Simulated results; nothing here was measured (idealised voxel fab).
process module | voxel capacitor over wiring
cross-section cut | 220 nm wide | cells 5 nm
A cross-section is a grid of square cells, given in bands from the top down. A band is one or more rows of cells.
Each band's line starts with the height of the band's top and of its bottom, in nm. Then come its materials from left to right, each with its width in nm. One material with "throughout" fills the band from edge to edge. "air" is empty space.
Height 0 is the level under which the wafer as received is all one material. The lowest band goes on downwards, as in "0 down".
A width such as "30 to 40" changes by the same amount from each row of cells to the next, from the band's top row to its bottom row.
"no change" after a step means that no cell of the cross-section changed.
closed voids: empty space of 8 cells or more with no open way to the top, each as width x height at its distance from the left edge, in nm
after a step's settings: what the simulator itself notes on the step
overlay nm, on a step with a mask: how far to the right of its planned place the mask lay; to the left if negative
plan
1 op RECEIVE | material Si
2 op CONFORMAL_DEP | material SiO2 | thk nm 15
3 op DIRECTIONAL_DEP | material TiN | thk nm 5
4 op DIRECTIONAL_DEP | material W | thk nm 15
5 op DIRECTIONAL_DEP | material aC | thk nm 15
6 op PATTERN | tone cover | mask id METAL_1 | material resist | width nm 30 | pitch nm 90 | thk nm 30 | overlay nm 0
7 op DIRECTIONAL_ETCH | etch materials aC | depth nm 15
8 op STRIP | etch materials resist
9 op DIRECTIONAL_ETCH | etch materials W | depth nm 15
10 op DIRECTIONAL_ETCH | etch materials TiN | depth nm 5
11 op STRIP | etch materials aC
12 op CONFORMAL_DEP | material SiN | thk nm 5
13 op FILL_DEP | material SiO2 | thk nm 5
14 op CMP | height nm 35
15 op CONFORMAL_DEP | material SiCN | thk nm 5
16 op DIRECTIONAL_DEP | material SiO2 | thk nm 15
17 op PATTERN | tone open | mask id PLUG_1 | material resist | width nm 15 | thk nm 15 | overlay nm 0
18 op DIRECTIONAL_ETCH | etch materials SiO2 | depth nm 15
19 op DIRECTIONAL_ETCH | etch materials SiCN | depth nm 5
20 op STRIP | etch materials resist
21 op CONFORMAL_DEP | material TiN | thk nm 5
22 op FILL_DEP | material Cu | thk nm 10
23 op CMP | height nm 55
24 op DIRECTIONAL_DEP | material TiN | thk nm 10
25 op DIRECTIONAL_DEP | material Al2O3 | thk nm 5
26 op DIRECTIONAL_DEP | material TiN | thk nm 5
27 op PATTERN | tone cover | mask id UPPER_PLATE | material resist | width nm 65 | thk nm 15 | overlay nm 0
28 op DIRECTIONAL_ETCH | etch materials TiN | depth nm 5
29 op DIRECTIONAL_ETCH | etch materials Al2O3 | depth nm 5
30 op STRIP | etch materials resist
31 op DIRECTIONAL_DEP | material aC | thk nm 10
32 op PATTERN | tone cover | mask id LOWER_PLATE | material resist | width nm 75 | thk nm 25 | overlay nm 0
33 op DIRECTIONAL_ETCH | etch materials aC | depth nm 10
34 op STRIP | etch materials resist
35 op DIRECTIONAL_ETCH | etch materials TiN | depth nm 10
36 op STRIP | etch materials aC
37 op FILL_DEP | material SiO2 | thk nm 20
38 op CMP | height nm 90
39 op MASKED_ETCH | tone open | mask id PLUG_2 | width nm 15 | etch materials SiO2 | depth nm 15 | overlay nm 0
40 op CONFORMAL_DEP | material TiN | thk nm 5
41 op FILL_DEP | material W | thk nm 5
42 op CMP | height nm 90
43 op CONFORMAL_DEP | material SiCN | thk nm 5
first wafer, as planned
as received, after step 1
  0 down: Si throughout
  closed voids: none
after step 2
  15 to 0: SiO2 throughout
  below 0: unchanged
after step 3
  20 to 15: TiN throughout
  below 15: unchanged
after step 4
  35 to 20: W throughout
  below 20: unchanged
after step 5
  50 to 35: aC throughout
  below 35: unchanged
after step 6
  80 to 50: air 50 | resist 30 | air 60 | resist 30 | air 50
  below 50: unchanged
after step 7
  65 to 50: air 50 | resist 30 | air 60 | resist 30 | air 50
  50 to 35: air 50 | aC 30 | air 60 | aC 30 | air 50
  below 35: unchanged
after step 8
  50 to 35: air 50 | aC 30 | air 60 | aC 30 | air 50
  below 35: unchanged
after step 9
  50 to 35: air 50 | aC 30 | air 60 | aC 30 | air 50
  35 to 20: air 50 | W 30 | air 60 | W 30 | air 50
  below 20: unchanged
after step 10
  50 to 35: air 50 | aC 30 | air 60 | aC 30 | air 50
  35 to 20: air 50 | W 30 | air 60 | W 30 | air 50
  20 to 15: air 50 | TiN 30 | air 60 | TiN 30 | air 50
  below 15: unchanged
after step 11
  35 to 20: air 50 | W 30 | air 60 | W 30 | air 50
  below 20: unchanged
after step 12
  40 to 35: air 45 | SiN 40 | air 50 | SiN 40 | air 45
  35 to 20: air 45 | SiN 5 | W 30 | SiN 5 | air 50 | SiN 5 | W 30 | SiN 5 | air 45
  20 to 15: SiN 50 | TiN 30 | SiN 60 | TiN 30 | SiN 50
  below 15: unchanged
after step 13
  45 to 40: SiO2 throughout
  40 to 35: SiO2 45 | SiN 40 | SiO2 50 | SiN 40 | SiO2 45
  35 to 20: SiO2 45 | SiN 5 | W 30 | SiN 5 | SiO2 50 | SiN 5 | W 30 | SiN 5 | SiO2 45
  below 20: unchanged
after step 14
  35 to 20: SiO2 45 | SiN 5 | W 30 | SiN 5 | SiO2 50 | SiN 5 | W 30 | SiN 5 | SiO2 45
  below 20: unchanged
after step 15
  40 to 35: SiCN throughout
  below 35: unchanged
after step 16
  55 to 40: SiO2 throughout
  below 40: unchanged
after step 17
  70 to 55: resist 65 | air 15 | resist 140
  below 55: unchanged
after step 18
  70 to 55: resist 65 | air 15 | resist 140
  55 to 40: SiO2 65 | air 15 | SiO2 140
  below 40: unchanged
after step 19
  70 to 55: resist 65 | air 15 | resist 140
  55 to 40: SiO2 65 | air 15 | SiO2 140
  40 to 35: SiCN 65 | air 15 | SiCN 140
  below 35: unchanged
after step 20
  55 to 40: SiO2 65 | air 15 | SiO2 140
  below 40: unchanged
after step 21
  60 to 55: TiN 70 | air 5 | TiN 145
  55 to 40: SiO2 65 | TiN 5 | air 5 | TiN 5 | SiO2 140
  40 to 35: SiCN 65 | TiN 15 | SiCN 140
  below 35: unchanged
after step 22
  70 to 60: Cu throughout
  60 to 55: TiN 70 | Cu 5 | TiN 145
  55 to 40: SiO2 65 | TiN 5 | Cu 5 | TiN 5 | SiO2 140
  below 40: unchanged
after step 23
  55 to 40: SiO2 65 | TiN 5 | Cu 5 | TiN 5 | SiO2 140
  below 40: unchanged
after step 24
  65 to 55: TiN throughout
  below 55: unchanged
after step 25
  70 to 65: Al2O3 throughout
  below 65: unchanged
after step 26
  75 to 70: TiN throughout
  below 70: unchanged
after step 27
  90 to 75: air 65 | resist 65 | air 90
  below 75: unchanged
after step 28
  90 to 75: air 65 | resist 65 | air 90
  75 to 70: air 65 | TiN 65 | air 90
  below 70: unchanged
after step 29
  90 to 75: air 65 | resist 65 | air 90
  75 to 70: air 65 | TiN 65 | air 90
  70 to 65: air 65 | Al2O3 65 | air 90
  below 65: unchanged
after step 30
  75 to 70: air 65 | TiN 65 | air 90
  below 70: unchanged
after step 31
  85 to 75: air 65 | aC 65 | air 90
  75 to 70: aC 65 | TiN 65 | aC 90
  70 to 65: aC 65 | Al2O3 65 | aC 90
  below 65: unchanged
after step 32
  110 to 85: air 60 | resist 75 | air 85
  85 to 75: air 60 | resist 5 | aC 65 | resist 5 | air 85
  below 75: unchanged
after step 33
  100 to 85: air 60 | resist 75 | air 85
  85 to 75: air 60 | resist 5 | aC 65 | resist 5 | air 85
  75 to 70: air 60 | aC 5 | TiN 65 | aC 5 | air 85
  70 to 65: air 60 | aC 5 | Al2O3 65 | aC 5 | air 85
  below 65: unchanged
after step 34
  85 to 75: air 65 | aC 65 | air 90
  below 75: unchanged
after step 35
  85 to 75: air 65 | aC 65 | air 90
  75 to 70: air 60 | aC 5 | TiN 65 | aC 5 | air 85
  70 to 65: air 60 | aC 5 | Al2O3 65 | aC 5 | air 85
  65 to 55: air 60 | TiN 75 | air 85
  below 55: unchanged
after step 36
  75 to 70: air 65 | TiN 65 | air 90
  70 to 65: air 65 | Al2O3 65 | air 90
  below 65: unchanged
after step 37
  95 to 75: SiO2 throughout
  75 to 70: SiO2 65 | TiN 65 | SiO2 90
  70 to 65: SiO2 65 | Al2O3 65 | SiO2 90
  65 to 55: SiO2 60 | TiN 75 | SiO2 85
  below 55: unchanged
after step 38
  90 to 75: SiO2 throughout
  below 75: unchanged
after step 39
  90 to 75: SiO2 75 | air 15 | SiO2 130
  below 75: unchanged
after step 40
  95 to 90: TiN 80 | air 5 | TiN 135
  90 to 80: SiO2 75 | TiN 5 | air 5 | TiN 5 | SiO2 130
  80 to 70: SiO2 75 to 65 | TiN 15 to 65 | SiO2 130 to 90
  below 70: unchanged
after step 41
  100 to 95: W throughout
  95 to 90: TiN 80 | W 5 | TiN 135
  90 to 80: SiO2 75 | TiN 5 | W 5 | TiN 5 | SiO2 130
  below 80: unchanged
after step 42
  90 to 80: SiO2 75 | TiN 5 | W 5 | TiN 5 | SiO2 130
  below 80: unchanged
after step 43
  95 to 90: SiCN throughout
  below 90: unchanged
second wafer: like start, like plan, one mistake. Through step 2 it matches the first wafer
when step 3 should have ended
  20 to 15: Al2O3 throughout
  below 15: unchanged
when step 4 should have ended
  35 to 20: W throughout
  below 20: unchanged
when step 5 should have ended
  50 to 35: aC throughout
  below 35: unchanged
when step 6 should have ended
  80 to 50: air 50 | resist 30 | air 60 | resist 30 | air 50
  below 50: unchanged
when step 7 should have ended
  65 to 50: air 50 | resist 30 | air 60 | resist 30 | air 50
  50 to 35: air 50 | aC 30 | air 60 | aC 30 | air 50
  below 35: unchanged
when step 8 should have ended
  50 to 35: air 50 | aC 30 | air 60 | aC 30 | air 50
  below 35: unchanged
when step 9 should have ended
  50 to 35: air 50 | aC 30 | air 60 | aC 30 | air 50
  35 to 20: air 50 | W 30 | air 60 | W 30 | air 50
  below 20: unchanged
when step 10 should have ended: no change
when step 11 should have ended
  35 to 20: air 50 | W 30 | air 60 | W 30 | air 50
  below 20: unchanged
when step 12 should have ended
  40 to 35: air 45 | SiN 40 | air 50 | SiN 40 | air 45
  35 to 25: air 45 | SiN 5 | W 30 | SiN 5 | air 50 | SiN 5 | W 30 | SiN 5 | air 45
  25 to 20: SiN 50 | W 30 | SiN 60 | W 30 | SiN 50
  below 20: unchanged
when step 13 should have ended
  45 to 40: SiO2 throughout
  40 to 35: SiO2 45 | SiN 40 | SiO2 50 | SiN 40 | SiO2 45
  35 to 25: SiO2 45 | SiN 5 | W 30 | SiN 5 | SiO2 50 | SiN 5 | W 30 | SiN 5 | SiO2 45
  below 25: unchanged
when step 14 should have ended
  35 to 25: SiO2 45 | SiN 5 | W 30 | SiN 5 | SiO2 50 | SiN 5 | W 30 | SiN 5 | SiO2 45
  below 25: unchanged
when step 15 should have ended
  40 to 35: SiCN throughout
  below 35: unchanged
when step 16 should have ended
  55 to 40: SiO2 throughout
  below 40: unchanged
when step 17 should have ended
  70 to 55: resist 65 | air 15 | resist 140
  below 55: unchanged
when step 18 should have ended
  70 to 55: resist 65 | air 15 | resist 140
  55 to 40: SiO2 65 | air 15 | SiO2 140
  below 40: unchanged
when step 19 should have ended
  70 to 55: resist 65 | air 15 | resist 140
  55 to 40: SiO2 65 | air 15 | SiO2 140
  40 to 35: SiCN 65 | air 15 | SiCN 140
  below 35: unchanged
when step 20 should have ended
  55 to 40: SiO2 65 | air 15 | SiO2 140
  below 40: unchanged
when step 21 should have ended
  60 to 55: TiN 70 | air 5 | TiN 145
  55 to 40: SiO2 65 | TiN 5 | air 5 | TiN 5 | SiO2 140
  40 to 35: SiCN 65 | TiN 15 | SiCN 140
  below 35: unchanged
when step 22 should have ended
  70 to 60: Cu throughout
  60 to 55: TiN 70 | Cu 5 | TiN 145
  55 to 40: SiO2 65 | TiN 5 | Cu 5 | TiN 5 | SiO2 140
  below 40: unchanged
when step 23 should have ended
  55 to 40: SiO2 65 | TiN 5 | Cu 5 | TiN 5 | SiO2 140
  below 40: unchanged
when step 24 should have ended
  65 to 55: TiN throughout
  below 55: unchanged
when step 25 should have ended
  70 to 65: Al2O3 throughout
  below 65: unchanged
when step 26 should have ended
  75 to 70: TiN throughout
  below 70: unchanged
when step 27 should have ended
  90 to 75: air 65 | resist 65 | air 90
  below 75: unchanged
when step 28 should have ended
  90 to 75: air 65 | resist 65 | air 90
  75 to 70: air 65 | TiN 65 | air 90
  below 70: unchanged
when step 29 should have ended
  90 to 75: air 65 | resist 65 | air 90
  75 to 70: air 65 | TiN 65 | air 90
  70 to 65: air 65 | Al2O3 65 | air 90
  below 65: unchanged
when step 30 should have ended
  75 to 70: air 65 | TiN 65 | air 90
  below 70: unchanged
when step 31 should have ended
  85 to 75: air 65 | aC 65 | air 90
  75 to 70: aC 65 | TiN 65 | aC 90
  70 to 65: aC 65 | Al2O3 65 | aC 90
  below 65: unchanged
when step 32 should have ended
  110 to 85: air 60 | resist 75 | air 85
  85 to 75: air 60 | resist 5 | aC 65 | resist 5 | air 85
  below 75: unchanged
when step 33 should have ended
  100 to 85: air 60 | resist 75 | air 85
  85 to 75: air 60 | resist 5 | aC 65 | resist 5 | air 85
  75 to 70: air 60 | aC 5 | TiN 65 | aC 5 | air 85
  70 to 65: air 60 | aC 5 | Al2O3 65 | aC 5 | air 85
  below 65: unchanged
when step 34 should have ended
  85 to 75: air 65 | aC 65 | air 90
  below 75: unchanged
when step 35 should have ended
  85 to 75: air 65 | aC 65 | air 90
  75 to 70: air 60 | aC 5 | TiN 65 | aC 5 | air 85
  70 to 65: air 60 | aC 5 | Al2O3 65 | aC 5 | air 85
  65 to 55: air 60 | TiN 75 | air 85
  below 55: unchanged
when step 36 should have ended
  75 to 70: air 65 | TiN 65 | air 90
  70 to 65: air 65 | Al2O3 65 | air 90
  below 65: unchanged
when step 37 should have ended
  95 to 75: SiO2 throughout
  75 to 70: SiO2 65 | TiN 65 | SiO2 90
  70 to 65: SiO2 65 | Al2O3 65 | SiO2 90
  65 to 55: SiO2 60 | TiN 75 | SiO2 85
  below 55: unchanged
when step 38 should have ended
  90 to 75: SiO2 throughout
  below 75: unchanged
when step 39 should have ended
  90 to 75: SiO2 75 | air 15 | SiO2 130
  below 75: unchanged
when step 40 should have ended
  95 to 90: TiN 80 | air 5 | TiN 135
  90 to 80: SiO2 75 | TiN 5 | air 5 | TiN 5 | SiO2 130
  80 to 70: SiO2 75 to 65 | TiN 15 to 65 | SiO2 130 to 90
  below 70: unchanged
when step 41 should have ended
  100 to 95: W throughout
  95 to 90: TiN 80 | W 5 | TiN 135
  90 to 80: SiO2 75 | TiN 5 | W 5 | TiN 5 | SiO2 130
  below 80: unchanged
when step 42 should have ended
  90 to 80: SiO2 75 | TiN 5 | W 5 | TiN 5 | SiO2 130
  below 80: unchanged
when step 43 should have ended
  95 to 90: SiCN throughout
  below 90: unchanged
what went wrong: step 3 ran as: op DIRECTIONAL_DEP | material Al2O3 | thk nm 5
at the end the second wafer has, in cells: 44 more of Al2O3 | 4 fewer of SiN | 28 fewer of SiO2 | 12 fewer of TiN
